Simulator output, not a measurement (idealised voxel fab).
Documented hereafter: the process module known as voxel plated lines.
Each square cell in cross-section cut measures 5 nm, and the section as a whole is 265 nm wide.
For the purposes of this document, a cross-section shall be understood as a grid of square cells, specified as bands listed in top-to-bottom order, each band consisting of one or more rows of cells. Per band: top height and bottom height in nm, followed by the left-to-right materials and their widths in nm; "full width" marks a single material spanning edge to edge, "blank" marks empty space. Heads up on the height convention: 0 is the point under which the incoming wafer is all one material, and the lowest band has no bottom, it just keeps going down, like "z 0 and below". The expression "30 to 40" gives the width at the extremes of the band, the first number at its top row of cells and the second at its bottom row, with the width changing by equal amounts from each row to the next in between. "no alteration" after a step means that no cell of the cross-section changed. The entry titled "Listed closed voids" provides the empty spaces that have no open way to the top, restricted to those of 8 cells or more. Each is presented as width x height at distance, the distance being measured from the left edge, with all three in nm. Formally, on a step line, whatever follows the settings is a remark that the simulator itself makes on the step. overlay nm: how far to the right of its planned place the mask lay on this masked step (negative: to the left).
-- These are the steps we planned for the process
step 1: op RECEIVE | material Si
step 2: op CONFORMAL_DEP | material SiN | thk nm 10
step 3: op DIRECTIONAL_DEP | material TiN | thk nm 5
step 4: op PATTERN | tone open | mask id LINES | material resist | width nm 25 | pitch nm 50 | thk nm 15 | overlay nm 0
step 5: op EPI | material Ru | thk nm 10
step 6: op STRIP | etch materials resist
step 7: op DIRECTIONAL_ETCH | etch materials TiN | depth nm 5
step 8: op CONFORMAL_DEP | material SiO2 | thk nm 10
-- As received (post step 1): cross-section
    z 0 and below  Si full width
    Listed closed voids: none
-- First of two wafers, end-of-module section, run followed plan
    z 35 to 25  60 nm blank, then 45 nm SiO2, then 5 nm blank, then 45 nm SiO2, then 5 nm blank, then 45 nm SiO2, then 60 nm blank
    z 25 to 20  60 nm blank, then 10 nm SiO2, then 25 nm Ru, then 10 nm SiO2, then 5 nm blank, then 10 nm SiO2, then 25 nm Ru, then 10 nm SiO2, then 5 nm blank, then 10 nm SiO2, then 25 nm Ru, then 10 nm SiO2, then 60 nm blank
    z 20 to 15  70 nm SiO2, then 25 nm Ru, then 25 nm SiO2, then 25 nm Ru, then 25 nm SiO2, then 25 nm Ru, then 70 nm SiO2
    z 15 to 10  70 nm SiO2, then 25 nm TiN, then 25 nm SiO2, then 25 nm TiN, then 25 nm SiO2, then 25 nm TiN, then 70 nm SiO2
    z 10 to 0  SiN full width
    z 0 and below  Si full width
    Listed closed voids: none
-- second wafer at the end: like start, like plan, one mistake
    z 25 to 15  70 nm blank, then 25 nm Ru, then 25 nm blank, then 25 nm Ru, then 25 nm blank, then 25 nm Ru, then 70 nm blank
    z 15 to 10  70 nm blank, then 25 nm TiN, then 25 nm blank, then 25 nm TiN, then 25 nm blank, then 25 nm TiN, then 70 nm blank
    z 10 to 0  SiN full width
    z 0 and below  Si full width
    Listed closed voids: none
Deviation from plan: step 8 of the plan did not run at all; it was left out
Upon completion, the second wafer contains, in terms of cells, a greater or smaller amount of certain materials than the first wafer: 142 fewer of SiO2
